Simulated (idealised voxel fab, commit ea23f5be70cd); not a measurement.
Process module, titled voxel double patterning
Cross-section cut spans 270 nm and uses square cells 5 nm in size.
Heads up, the way a cross-section reads in here is a grid of square cells, handed over as bands from the top down, with every band being one or more rows of cells.
Within each band entry, the heights of the top and of the bottom of the band appear first, in that order and in nm; the materials of the band then follow from left to right, each with its corresponding width in nm. The designation "all across" on a single material indicates that it fills the band from edge to edge; the designation "blank" indicates empty space.
Ref level 0: as-received wafer is one material below here. Bottom band extends down with no lower bound ("z 0 and below").
The two numbers in a width such as "30..40" mark its ends across the band: the first belongs to the top row of cells, the second to the bottom row, and from each row to the next the width moves by the same amount.
Reading "no alteration" for a step: not a cell of the cross-section changed in it.
Heads up: "Closed void list" only lists the empty pockets with no open path to the top that are 8 cells or more, and it writes them as width x height at distance, distance from the left edge, in nm.
Past the settings on a step's line: simulator remark, on that step.
On any step carrying a mask, the "overlay nm" setting, if present on the step's line, tells how far right of its planned place the mask lay; negative values point to the left.
PLANNED PROCESS STEPS
1. RECEIVE with material Si
2. CONFORMAL_DEP with material SiO2, thk nm 10
3. DIRECTIONAL_DEP with material TiN, thk nm 20
4. DIRECTIONAL_DEP with material SiN, thk nm 5
5. DIRECTIONAL_DEP with material aC, thk nm 10
6. PATTERN with tone open, mask id FIRST, material resist, width nm 15, pitch nm 50, thk nm 30, overlay nm 0
7. DIRECTIONAL_ETCH with etch materials aC, depth nm 10
8. STRIP with etch materials resist
9. DIRECTIONAL_ETCH with etch materials SiN, depth nm 5
10. STRIP with etch materials aC
11. DIRECTIONAL_DEP with material aC, thk nm 10
12. PATTERN with tone open, mask id SECOND, material resist, width nm 15, pitch nm 50, thk nm 30, overlay nm -15
13. DIRECTIONAL_ETCH with etch materials aC, depth nm 10
14. STRIP with etch materials resist
15. DIRECTIONAL_ETCH with etch materials SiN, depth nm 5
16. STRIP with etch materials aC
17. DIRECTIONAL_ETCH with etch materials TiN, depth nm 20
18. STRIP with etch materials SiN
Keep in mind the plan's value for the overlay nm of step 12 comes from the first wafer; the wafers don't share that setting, but they do share the same starting point.
THE FIRST OF SEVERAL WAFERS, AS RECEIVED AFTER STEP 1, SEEN IN SECTION
  z 0 and below = Si all across
  Closed void list: none
QUICK LOOK AT THE CROSS-SECTION OF THE FIRST OF SEVERAL WAFERS AFTER STEP 18, WHICH WRAPS UP THE MODULE
  z 30 to 10 = TiN=75 | blank=25 | TiN=25 | blank=25 | TiN=25 | blank=15 | TiN=80
  z 10 to 0 = SiO2 all across
  z 0 and below = Si all across
  Closed void list: none
END OF MODULE: CROSS-SECTION, LAST OF SEVERAL WAFERS
  z 30 to 10 = TiN=75 | blank=15 | TiN=25 | blank=25 | TiN=25 | blank=25 | TiN=80
  z 10 to 0 = SiO2 all across
  z 0 and below = Si all across
  Closed void list: none
THE FOLLOWING TABLE CONTAINS A ROW PER WAFER, IN WHICH ARE REPORTED, AT THE CONCLUSION OF THE MODULE, THE CELLS OF EACH MATERIAL GAINED (+) OR LOST (-) SINCE THE WAFER'S RECEIPT, WITH ITS CLOSED VOIDS GIVEN THEREAFTER
overlay nm -15, +108 SiO2, +164 TiN, Closed void list: none
overlay nm -10, +108 SiO2, +156 TiN, Closed void list: none
overlay nm -5, +108 SiO2, +156 TiN, Closed void list: none
overlay nm 0, +108 SiO2, +156 TiN, Closed void list: none
overlay nm 5, +108 SiO2, +156 TiN, Closed void list: none
overlay nm 10, +108 SiO2, +156 TiN, Closed void list: none
overlay nm 15, +108 SiO2, +164 TiN, Closed void list: none
